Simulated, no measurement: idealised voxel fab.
Herein follows the process module entitled voxel gate over fins.
Section cut is 265 nm wide and gridded with 5 nm square cells.
Heads up, the way a cross-section reads in here is a grid of square cells, handed over as bands from the top down, with every band being one or more rows of cells.
It is stipulated that each band's entry specify, in nanometres, the height of the top of the band and then that of its bottom, followed by the materials of the band in left-to-right sequence, each together with its width in nanometres. A single material marked by the word "edge to edge" is understood to fill the band from edge to edge; the word "blank" is understood to denote empty space.
A quick word on heights: they are counted from 0, and under that level the wafer as it came to us is one material throughout. The lowest band is different from the rest in having no bottom; it simply continues downward, written as in "0 down".
The width entry "30->40" should be interpreted row by row: the top row of cells in the band takes the first number, the bottom row takes the second number, and the change between adjacent rows is uniform throughout.
A step reported as "nothing was modified" is a step in which no cell of the cross-section changed.
Look at "Enclosed internal cavities" for the closed voids: empty spaces with no open path to the top, sized 8 cells or up. Each is width x height at distance, distance from the left edge, all nm.
Note: text after step settings on the step line = simulator remark on that step.
The setting "overlay nm" may be written on the line of a step. When the step uses a mask, the value reports how far to the right of the planned place the mask lay, and a negative value reports that it lay to the left.
## Steps planned for the process
step 1: RECEIVE (material Si)
step 2: CONFORMAL_DEP (material SiN; thk nm 10)
step 3: MASKED_ETCH (tone cover; mask id FINS; width nm 15; pitch nm 40; etch materials SiN; depth nm 10; overlay nm 0)
step 4: MASKED_ETCH (tone cover; mask id FINS; width nm 15; pitch nm 40; etch materials Si; depth nm 35; overlay nm 0)
step 5: FILL_DEP (material SiO2; thk nm 5)
step 6: CMP (height nm 10)
step 7: SELECTIVE_ETCH (etch materials SiO2; depth nm 20)
step 8: STRIP (etch materials SiN)
step 9: CONFORMAL_DEP (material HfO2; thk nm 5)
step 10: CONFORMAL_DEP (material TiN; thk nm 5)
step 11: FILL_DEP (material W; thk nm 10)
step 12: CMP (height nm 15)
step 13: CONFORMAL_DEP (material SiCN; thk nm 5)
Heads up: all these wafers start the same, and what changes between them is the width nm in step 4. The value you see in the plan is just what the first wafer got.
## As received, i.e. after step 1: cross-section through the first of several wafers
> 0 down: Si edge to edge
> Enclosed internal cavities: none
## Here's the first of several wafers in cross-section, end of the module, after the last step, step 13
> 20 to 15: SiCN edge to edge
> 15 to 10: W edge to edge
> 10 to 5: W 55 | TiN 35 | W 5 | TiN 35 | W 5 | TiN 35 | W 5 | TiN 35 | W 55
> 5 to 0: W 55 | TiN 5 | HfO2 25 | TiN 5 | W 5 | TiN 5 | HfO2 25 | TiN 5 | W 5 | TiN 5 | HfO2 25 | TiN 5 | W 5 | TiN 5 | HfO2 25 | TiN 5 | W 55
> 0 to -5: TiN 60 | HfO2 5 | Si 15 | HfO2 5 | TiN 15 | HfO2 5 | Si 15 | HfO2 5 | TiN 15 | HfO2 5 | Si 15 | HfO2 5 | TiN 15 | HfO2 5 | Si 15 | HfO2 5 | TiN 60
> -5 to -10: HfO2 65 | Si 15 | HfO2 25 | Si 15 | HfO2 25 | Si 15 | HfO2 25 | Si 15 | HfO2 65
> -10 to -35: SiO2 65 | Si 15 | SiO2 25 | Si 15 | SiO2 25 | Si 15 | SiO2 25 | Si 15 | SiO2 65
> -35 down: Si edge to edge
> Enclosed internal cavities: none
## Last wafer, end of module, cross-section
> 20 to 15: SiCN edge to edge
> 15 to 10: W edge to edge
> 10 to 5: W 50 | TiN 165 | W 50
> 5 to 0: W 50 | TiN 5 | HfO2 35 | TiN 5 | HfO2 35 | TiN 5 | HfO2 35 | TiN 5 | HfO2 35 | TiN 5 | W 50
> 0 to -5: TiN 55 | HfO2 5 | Si 25 | HfO2 5 | TiN 5 | HfO2 5 | Si 25 | HfO2 5 | TiN 5 | HfO2 5 | Si 25 | HfO2 5 | TiN 5 | HfO2 5 | Si 25 | HfO2 5 | TiN 55
> -5 to -10: HfO2 60 | Si 25 | HfO2 15 | Si 25 | HfO2 15 | Si 25 | HfO2 15 | Si 25 | HfO2 60
> -10 to -35: SiO2 60 | Si 25 | SiO2 15 | Si 25 | SiO2 15 | Si 25 | SiO2 15 | Si 25 | SiO2 60
> -35 down: Si edge to edge
> Enclosed internal cavities: none
## The rows of the table below are wafers. Looking at the end of the module, a row counts, for every material, the cells the wafer has gained, shown as (+), or lost, shown as (-), since it was received; its closed voids come next
width nm 15; +69 HfO2; -287 Si; +53 SiCN; +205 SiO2; +69 TiN; +103 W; Enclosed internal cavities: none
width nm 20; +69 HfO2; -259 Si; +53 SiCN; +185 SiO2; +69 TiN; +95 W; Enclosed internal cavities: none
width nm 25; +69 HfO2; -231 Si; +53 SiCN; +165 SiO2; +63 TiN; +93 W; Enclosed internal cavities: none
